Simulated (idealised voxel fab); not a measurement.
voxel gate over fins: a process module
Xsec cut, 180 nm wide, square cell size 5 nm.
We lay out every cross-section as a grid of square cells and spell it out in bands from the top down, where one band means one or more rows of cells. Top height, bottom height, nm. Materials left to right, width each, nm. Single material + "edge to edge" = fills band edge to edge. "air" = empty. Below 0: as-received wafer, all one material; heights counted from there. Lowest band: no bottom, goes on down, written "0 -> down". The width entry "30..40" should be interpreted row by row: the top row of cells in the band takes the first number, the bottom row takes the second number, and the change between adjacent rows is uniform throughout. For the purposes of this document, the phrase "remains unaltered" attached to a step denotes that no cell within the cross-section was modified by that step. Voids not open to the top, 8 cells minimum: see "Completely sealed voids". Written width x height at distance; distance is from the left edge; nm. On a step's line, text after the settings is the simulator commenting on that step. If you see "overlay nm" on a step's line and that step has a mask, it's telling you how far right of where it was planned the mask ended up; a negative number means it went left instead.

-- Intended process steps
| 1 | RECEIVE (material Si) |
| 2 | CONFORMAL_DEP (material SiN; thk nm 5) |
| 3 | DIRECTIONAL_DEP (material aC; thk nm 15) |
| 4 | PATTERN (tone cover; mask id FINS; material resist; width nm 15; pitch nm 40; thk nm 35; overlay nm 0) |
| 5 | DIRECTIONAL_ETCH (etch materials aC; depth nm 15) |
| 6 | STRIP (etch materials resist) |
| 7 | DIRECTIONAL_ETCH (etch materials SiN; depth nm 5) |
| 8 | DIRECTIONAL_ETCH (etch materials Si; depth nm 30) |
| 9 | STRIP (etch materials aC) |
| 10 | FILL_DEP (material SiO2; thk nm 10) |
| 11 | CMP (height nm 5) |
| 12 | SELECTIVE_ETCH (etch materials SiO2; depth nm 15) |
| 13 | STRIP (etch materials SiN) |
| 14 | CONFORMAL_DEP (material HfO2; thk nm 5) |
| 15 | CONFORMAL_DEP (material TiN; thk nm 5) |
| 16 | FILL_DEP (material W; thk nm 10) |
| 17 | CMP (height nm 15) |
| 18 | CONFORMAL_DEP (material SiCN; thk nm 5) |

-- So this is the incoming wafer in cross-section - it's already been through step 1
* 0 -> down: Si edge to edge
* Completely sealed voids: none

-- The first of the two wafers as seen in cross-section once the module was finished; processing followed the plan
* 20 -> 15: SiCN edge to edge
* 15 -> 10: W edge to edge
* 10 -> 5: W 10; TiN 35; W 5; TiN 35; W 5; TiN 35; W 5; TiN 35; W 15
* 5 -> 0: W 10; TiN 5; HfO2 25; TiN 5; W 5; TiN 5; HfO2 25; TiN 5; W 5; TiN 5; HfO2 25; TiN 5; W 5; TiN 5; HfO2 25; TiN 5; W 15
* 0 -> -5: TiN 15; HfO2 5; Si 15; HfO2 5; TiN 15; HfO2 5; Si 15; HfO2 5; TiN 15; HfO2 5; Si 15; HfO2 5; TiN 15; HfO2 5; Si 15; HfO2 5; TiN 20
* -5 -> -10: HfO2 20; Si 15; HfO2 25; Si 15; HfO2 25; Si 15; HfO2 25; Si 15; HfO2 25
* -10 -> -30: SiO2 20; Si 15; SiO2 25; Si 15; SiO2 25; Si 15; SiO2 25; Si 15; SiO2 25
* -30 -> down: Si edge to edge
* Completely sealed voids: none

-- second wafer at the end: like start, like plan, one mistake
* 20 -> 15: SiCN edge to edge
* 15 -> 10: W edge to edge
* 10 -> 5: W 5; TiN 165; W 10
* 5 -> 0: W 5; TiN 5; HfO2 35; TiN 5; HfO2 35; TiN 5; HfO2 35; TiN 5; HfO2 35; TiN 5; W 10
* 0 -> -5: TiN 10; HfO2 5; Si 25; HfO2 5; TiN 5; HfO2 5; Si 25; HfO2 5; TiN 5; HfO2 5; Si 25; HfO2 5; TiN 5; HfO2 5; Si 25; HfO2 5; TiN 15
* -5 -> -10: HfO2 15; Si 25; HfO2 15; Si 25; HfO2 15; Si 25; HfO2 15; Si 25; HfO2 20
* -10 -> -30: SiO2 15; Si 25; SiO2 15; Si 25; SiO2 15; Si 25; SiO2 15; Si 25; SiO2 20
* -30 -> down: Si edge to edge
* Completely sealed voids: none
The plan and the run diverged here: in deviation from the planned setting, step 4 was conducted as PATTERN (tone cover; mask id FINS; material resist; width nm 25; pitch nm 40; thk nm 35; overlay nm 0)
Wrapping up, a cell-based count of both wafers puts the second over or under the first for these materials: Si: 48 more; SiO2: 32 fewer; TiN: 6 fewer; W: 10 fewer
